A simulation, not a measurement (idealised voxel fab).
Presented below is a process module, voxel ribs on slabs.
Cross-sectional view cut (width: 260 nm; square cell size: 5 nm).
How to read a cross-section here: the picture is a grid of square cells, written as bands going from the top down, and any band can span one or more rows of cells. What a band's entry tells you: where the top is and where the bottom is, as heights in nm, and after that what lies inside, material by material from left to right, each with its width in nm. Empty space is written as the word "empty", and a single material marked with the word "throughout" occupies the band from edge to edge. The level at which height equals 0 is the one under which the wafer, as it arrives, is entirely one material. No lower edge exists for the bottom band, which continues downward and is notated as in "z 0 and below". So if you see something like "30..40" for the width, read it as the top row of the band sitting at the first number and the bottom row at the second, with every row in between moving by the same amount as the last. Basically "everything unchanged" means that step didn't change any cell in the cross-section. This entry, "closed voids", enumerates those empty regions of no fewer than 8 cells that possess no open connection to the top. Each region is reported in the form width x height at distance, the distance being taken from the left edge, with all three quantities expressed in nm. On each step's line, the part that comes after the settings is the simulator's own comment on the step. Each step line may optionally specify "overlay nm", which for a step with a mask gives the rightward distance between the mask's planned place and where it lay, a negative value indicating the leftward direction.
-- Intended process steps
1) RECEIVE,material Si
2) DIRECTIONAL_DEP,material SiO2,thk nm 20
3) DIRECTIONAL_DEP,material SiN,thk nm 15
4) PATTERN,tone cover,mask id RIB,material resist,width nm 15,thk nm 15,overlay nm 0
5) DIRECTIONAL_ETCH,etch materials SiN,depth nm 5
6) STRIP,etch materials resist
7) DIRECTIONAL_DEP,material aC,thk nm 10
8) PATTERN,tone cover,mask id SLAB,material resist,width nm 65,thk nm 30,overlay nm 0
9) DIRECTIONAL_ETCH,etch materials aC,depth nm 10
10) STRIP,etch materials resist
11) DIRECTIONAL_ETCH,etch materials SiN,depth nm 10
12) STRIP,etch materials aC
13) FILL_DEP,material SiO2,thk nm 15
14) CMP,height nm 45
15) DIRECTIONAL_DEP,material TiN,thk nm 5
16) DIRECTIONAL_DEP,material aC,thk nm 10
17) PATTERN,tone cover,mask id HEATER,material resist,width nm 25,thk nm 25,overlay nm 0
18) DIRECTIONAL_ETCH,etch materials aC,depth nm 10
19) STRIP,etch materials resist
20) DIRECTIONAL_ETCH,etch materials TiN,depth nm 5
21) STRIP,etch materials aC
22) CONFORMAL_DEP,material SiO2,thk nm 10
-- Cross-section of the wafer at receipt, which is the condition after step 1
    z 0 and below  Si throughout
    closed voids: none
-- First of two wafers, end-of-module section, run followed plan
    z 60 to 55  105 nm empty, 45 nm SiO2, 110 nm empty
    z 55 to 50  SiO2 throughout
    z 50 to 45  115 nm SiO2, 25 nm TiN, 120 nm SiO2
    z 45 to 35  SiO2 throughout
    z 35 to 30  120 nm SiO2, 15 nm SiN, 125 nm SiO2
    z 30 to 20  95 nm SiO2, 65 nm SiN, 100 nm SiO2
    z 20 to 0  SiO2 throughout
    z 0 and below  Si throughout
    closed voids: none
-- Module end: cross-section of wafer two of two. Same start and process plan as the first wafer. One mistake during execution
    z 60 to 55  105 nm empty, 45 nm SiO2, 110 nm empty
    z 55 to 50  SiO2 throughout
    z 50 to 45  115 nm SiO2, 25 nm TiN, 120 nm SiO2
    z 45 to 30  SiO2 throughout
    z 30 to 25  95 nm SiO2, 25 nm SiN, 15 nm SiO2, 25 nm SiN, 100 nm SiO2
    z 25 to 20  95 nm SiO2, 65 nm SiN, 100 nm SiO2
    z 20 to 0  SiO2 throughout
    z 0 and below  Si throughout
    closed voids: none
The plan and the run diverged here: steps 6 and 7 got flipped, so each one ran where the other should have
In the final state, the cell counts of the second wafer exceed or fall short of those of the first for the following materials: -6 SiN; +6 SiO2
